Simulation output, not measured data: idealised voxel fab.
The document below concerns the process module designated voxel gate over fins.
Pictured: cross-section cut, 230 nm wide, on a grid of 5 nm square cells.
Heads up, the way a cross-section reads in here is a grid of square cells, handed over as bands from the top down, with every band being one or more rows of cells. In this notation a band is specified by the heights of its top and bottom, in that order and in nm, after which its materials appear from left to right, each paired with its width in nm. The word "all across" attached to a single material means that material fills the band from edge to edge; the word "empty" stands for empty space. Below 0: as-received wafer, all one material; heights counted from there. Lowest band: no bottom, goes on down, written "from 0 down". The two numbers in a width such as "30..40" mark its ends across the band: the first belongs to the top row of cells, the second to the bottom row, and from each row to the next the width moves by the same amount. Take "no alteration" at face value: in the step it is given for, the cross-section changed in none of its cells. Entry "Closed cavity list" = empty spaces >= 8 cells with no open way to the top; each as width x height at distance, distance from left edge, all nm. Step line, after settings: the simulator's comment on this step. You can add "overlay nm" to a step's line. For a step with a mask, it describes how far the mask lay to the right of its planned position, and a negative number describes a lay to the left.
Process steps (planned):
- 1: RECEIVE, material Si
- 2: CONFORMAL_DEP, material SiN, thk nm 5
- 3: PATTERN, tone cover, mask id FINS, material resist, width nm 15, pitch nm 50, thk nm 20, overlay nm 0
- 4: DIRECTIONAL_ETCH, etch materials SiN, depth nm 5
- 5: DIRECTIONAL_ETCH, etch materials Si, depth nm 40
- 6: STRIP, etch materials resist
- 7: OXIDIZE, depth nm 5
- 8: FILL_DEP, material SiO2, thk nm 10
- 9: CMP, height nm 5
- 10: DIRECTIONAL_DEP, material aC, thk nm 10
- 11: PATTERN, tone open, mask id RAIL, material resist, width nm 15, thk nm 25, overlay nm 0
- 12: DIRECTIONAL_ETCH, etch materials aC, depth nm 10
- 13: STRIP, etch materials resist
- 14: DIRECTIONAL_ETCH, etch materials SiO2, depth nm 40
- 15: STRIP, etch materials aC
- 16: CONFORMAL_DEP, material TiN, thk nm 5
- 17: FILL_DEP, material W, thk nm 10
- 18: CMP, height nm 5
- 19: SELECTIVE_ETCH, etch materials W Ru TiN, depth nm 25
- 20: FILL_DEP, material SiO2, thk nm 5
- 21: CMP, height nm 5
- 22: SELECTIVE_ETCH, etch materials SiO2, depth nm 20
- 23: STRIP, etch materials SiN
- 24: CONFORMAL_DEP, material HfO2, thk nm 5
- 25: CONFORMAL_DEP, material TiN, thk nm 5
- 26: CONFORMAL_DEP, material TiAl, thk nm 5
- 27: CONFORMAL_DEP, material TiN, thk nm 5
- 28: FILL_DEP, material W, thk nm 15
- 29: CMP, height nm 30
- 30: CONFORMAL_DEP, material SiN, thk nm 5
Wafer cross-section on receipt, i.e. after step 1:
    from 0 down | Si all across
    Closed cavity list: none
Same starting wafer, same plan as above, one mistake in the execution; this is the cross-section at the end of the module:
    from 35 to 30 | SiN all across
    from 30 to 20 | W all across
    from 20 to 15 | W=70 | TiN=45 | W=5 | TiN=45 | W=65
    from 15 to 10 | W=70 | TiN=5 | TiAl=35 | TiN=5 | W=5 | TiN=5 | TiAl=35 | TiN=5 | W=65
    from 10 to 5 | W=70 | TiN=5 | TiAl=5 | TiN=25 | TiAl=5 | TiN=5 | W=5 | TiN=5 | TiAl=5 | TiN=25 | TiAl=5 | TiN=5 | W=65
    from 5 to 0 | TiN=75 | TiAl=5 | TiN=5 | HfO2=15 | TiN=5 | TiAl=5 | TiN=15 | TiAl=5 | TiN=5 | HfO2=15 | TiN=5 | TiAl=5 | TiN=70
    from 0 to -5 | TiAl=80 | TiN=5 | HfO2=5 | Si=5 | HfO2=5 | TiN=5 | TiAl=25 | TiN=5 | HfO2=5 | Si=5 | HfO2=5 | TiN=5 | TiAl=75
    from -5 to -10 | TiN=85 | HfO2=5 | Si=5 | HfO2=5 | TiN=35 | HfO2=5 | Si=5 | HfO2=5 | TiN=80
    from -10 to -15 | HfO2=90 | Si=5 | HfO2=45 | Si=5 | HfO2=85
    from -15 to -20 | SiO2=90 | Si=5 | SiO2=45 | Si=5 | SiO2=85
    from -20 to -30 | SiO2=90 | Si=5 | SiO2=10 | TiN=5 | W=5 | TiN=5 | SiO2=20 | Si=5 | SiO2=85
    from -30 to -35 | SiO2=90 | Si=5 | SiO2=10 | TiN=15 | SiO2=20 | Si=5 | SiO2=85
    from -35 to -45 | SiO2=90 | Si=5 | SiO2=45 | Si=5 | SiO2=85
    from -45 down | Si all across
    Closed cavity list: none
What went wrong in running the wafer? step 3 did not use the planned setting and instead ran as PATTERN, tone cover, mask id FINS, material resist, width nm 15, pitch nm 50, thk nm 20, overlay nm 5
